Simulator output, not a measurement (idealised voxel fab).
voxel tone inversion: a process module
FYI the section here is cut, 175 nm wide, cells are 5 nm squares.
Cross-section, as written here: a square-cell grid given band by band from the top down, where a band holds one or more rows of cells.
In this notation a band is specified by the heights of its top and bottom, in that order and in nm, after which its materials appear from left to right, each paired with its width in nm. The word "full width" attached to a single material means that material fills the band from edge to edge; the word "air" stands for empty space.
For the purposes of this specification, 0 denotes the height below which the wafer in its as-received condition is composed wholly of one material, and the lowermost band, lacking a lower limit, extends downward without end, as expressed in "0 down".
So if you see something like "30 to 40" for the width, read it as the top row of the band sitting at the first number and the bottom row at the second, with every row in between moving by the same amount as the last.
Basically "nothing got changed" means that step didn't change any cell in the cross-section.
Entry "Closed void table" = empty spaces >= 8 cells with no open way to the top; each as width x height at distance, distance from left edge, all nm.
Text after the settings on a step's line: the simulator's own remark on that step.
"overlay nm" on a masked step: distance the mask lay right of its planned place, negative for left.

Process steps foreseen in the plan
- 1: RECEIVE,material Si
- 2: CONFORMAL_DEP,material SiN,thk nm 5
- 3: DIRECTIONAL_DEP,material aC,thk nm 15
- 4: PATTERN,tone cover,mask id POSTS,material resist,width nm 25,pitch nm 55,thk nm 20,overlay nm -5
- 5: DIRECTIONAL_ETCH,etch materials aC,depth nm 15
- 6: STRIP,etch materials resist
- 7: FILL_DEP,material lowk,thk nm 5
- 8: CMP,height nm 20
- 9: STRIP,etch materials aC
- 10: CONFORMAL_DEP,material TiN,thk nm 5
- 11: FILL_DEP,material Ru,thk nm 5
- 12: CMP,height nm 20
- 13: CONFORMAL_DEP,material SiCN,thk nm 5
Be aware that, although all wafers share a common starting state, the overlay nm at step 4 differs among them, and the plan displays the first wafer's value.

Received condition of the first of several wafers, sectioned: post-step 1
	0 down: Si full width
	Closed void table: none

Shown in cross-section: the first of several wafers at the end of the module, after its last step, step 13
	25 to 20: SiCN full width
	20 to 10: lowk (15), TiN (5), Ru (15), TiN (5), lowk (30), TiN (5), Ru (15), TiN (5), lowk (30), TiN (5), Ru (15), TiN (5), lowk (25)
	10 to 5: lowk (15), TiN (25), lowk (30), TiN (25), lowk (30), TiN (25), lowk (25)
	5 to 0: SiN full width
	0 down: Si full width
	Closed void table: none

The last wafer as seen in cross-section at the end of the module
	25 to 20: SiCN full width
	20 to 10: lowk (25), TiN (5), Ru (15), TiN (5), lowk (30), TiN (5), Ru (15), TiN (5), lowk (30), TiN (5), Ru (15), TiN (5), lowk (15)
	10 to 5: lowk (25), TiN (25), lowk (30), TiN (25), lowk (30), TiN (25), lowk (15)
	5 to 0: SiN full width
	0 down: Si full width
	Closed void table: none

wafer rows; end of module; cells per material since receipt: (+) gained, (-) lost; then closed voids
overlay nm -5; +18 Ru; +35 SiCN; +35 SiN; +27 TiN; +60 lowk; Closed void table: none
overlay nm 0; +18 Ru; +35 SiCN; +35 SiN; +27 TiN; +60 lowk; Closed void table: none
overlay nm 5; +18 Ru; +35 SiCN; +35 SiN; +27 TiN; +60 lowk; Closed void table: none
